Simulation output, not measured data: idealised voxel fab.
A process module follows: voxel self aligned vias.
In the cross-section labelled cut, the width is 180 nm and each square cell is 5 nm.
Bands, listed from the top down, are how a cross-section gets written in this document; the cross-section itself is a grid of square cells, and a band is one or more rows of them.
Basically the band line says how high the top is and how high the bottom is, in nm, and then what's in it from left to right, every material with its width in nm. Empty space shows up as "blank", and if a single material carries "throughout" it runs the full band edge to edge.
The reference from which all heights are counted is 0, the level beneath which the as-received wafer is entirely one material; the lowest band, having no lower bound, proceeds downward and is written after the example "0 and below".
A two-number width, for instance "30->40", indicates that the width is equal to the first number in the top row of the band and to the second number in the bottom row, and that it changes by a constant amount per row of cells.
Where the words "no alteration" appear for a step, the cross-section shows no cell changed by that step; every cell remained as before.
"Cavities, sealed": empty spaces of 8 cells or more with no open way to the top, each given as width x height at distance, distance from the left edge, all in nm.
Heads up: the bit after the settings on a step's line is the simulator's remark on that step.
A step line may carry the setting "overlay nm", which, for steps involving a mask, states the distance by which the mask lay to the right of its intended position; negative values denote displacement to the left.
THE FOLLOWING LIST GIVES THE PLANNED PROCESS STEPS
1: RECEIVE (material Si)
2: CONFORMAL_DEP (material SiO2; thk nm 10)
3: CONFORMAL_DEP (material SiCN; thk nm 5)
4: DIRECTIONAL_DEP (material lowk; thk nm 25)
5: MASKED_ETCH (tone open; mask id LINES; width nm 30; pitch nm 75; etch materials lowk; depth nm 25; overlay nm 0)
6: CONFORMAL_DEP (material TiN; thk nm 5)
7: FILL_DEP (material Ru; thk nm 5)
8: CMP (height nm 40)
9: SELECTIVE_ETCH (etch materials W Ru TiN; depth nm 5)
10: FILL_DEP (material SiN; thk nm 5)
11: CMP (height nm 40)
12: DIRECTIONAL_DEP (material lowk; thk nm 20)
13: DIRECTIONAL_DEP (material aC; thk nm 15)
14: PATTERN (tone open; mask id VIAS; material resist; width nm 50; pitch nm 75; thk nm 30; overlay nm 0)
15: DIRECTIONAL_ETCH (etch materials aC; depth nm 15)
16: STRIP (etch materials resist)
17: DIRECTIONAL_ETCH (etch materials lowk; depth nm 20)
18: DIRECTIONAL_ETCH (etch materials SiN; depth nm 5)
19: STRIP (etch materials aC)
20: CONFORMAL_DEP (material TiN; thk nm 5)
21: FILL_DEP (material Ru; thk nm 5)
22: CMP (height nm 60)
23: CONFORMAL_DEP (material SiN; thk nm 5)
AS-RECEIVED STATE OF THE WAFER IN CROSS-SECTION, EQUIVALENT TO POST-STEP 1
0 and below: Si throughout
Cavities, sealed: none
END-OF-MODULE XS, FIRST OF TWO WAFERS, RUN AS PLANNED
65 down to 60: SiN throughout
60 down to 45: lowk 25 nm, then TiN 5 nm, then Ru 40 nm, then TiN 5 nm, then lowk 25 nm, then TiN 5 nm, then Ru 40 nm, then TiN 5 nm, then lowk 30 nm
45 down to 40: lowk 25 nm, then TiN 15 nm, then Ru 20 nm, then TiN 15 nm, then lowk 25 nm, then TiN 15 nm, then Ru 20 nm, then TiN 15 nm, then lowk 30 nm
40 down to 35: lowk 35 nm, then TiN 30 nm, then lowk 45 nm, then TiN 30 nm, then lowk 40 nm
35 down to 20: lowk 35 nm, then TiN 5 nm, then Ru 20 nm, then TiN 5 nm, then lowk 45 nm, then TiN 5 nm, then Ru 20 nm, then TiN 5 nm, then lowk 40 nm
20 down to 15: lowk 35 nm, then TiN 30 nm, then lowk 45 nm, then TiN 30 nm, then lowk 40 nm
15 down to 10: SiCN throughout
10 down to 0: SiO2 throughout
0 and below: Si throughout
Cavities, sealed: none
SECOND WAFER AT THE END: LIKE START, LIKE PLAN, ONE MISTAKE
65 down to 60: SiN throughout
60 down to 45: Ru 20 nm, then TiN 5 nm, then lowk 50 nm, then TiN 5 nm, then Ru 15 nm, then TiN 5 nm, then lowk 50 nm, then TiN 5 nm, then Ru 25 nm
45 down to 40: TiN 25 nm, then lowk 50 nm, then TiN 25 nm, then lowk 50 nm, then TiN 30 nm
40 down to 35: lowk 35 nm, then SiN 30 nm, then lowk 45 nm, then SiN 30 nm, then lowk 40 nm
35 down to 20: lowk 35 nm, then TiN 5 nm, then Ru 20 nm, then TiN 5 nm, then lowk 45 nm, then TiN 5 nm, then Ru 20 nm, then TiN 5 nm, then lowk 40 nm
20 down to 15: lowk 35 nm, then TiN 30 nm, then lowk 45 nm, then TiN 30 nm, then lowk 40 nm
15 down to 10: SiCN throughout
10 down to 0: SiO2 throughout
0 and below: Si throughout
Cavities, sealed: none
What went wrong in running the wafer? in deviation from the planned setting, step 14 was conducted as PATTERN (tone cover; mask id VIAS; material resist; width nm 50; pitch nm 75; thk nm 30; overlay nm 0)
Materials where the second wafer ends with more or fewer cells than the first: -20 Ru; +12 SiN; -8 TiN; +16 lowk
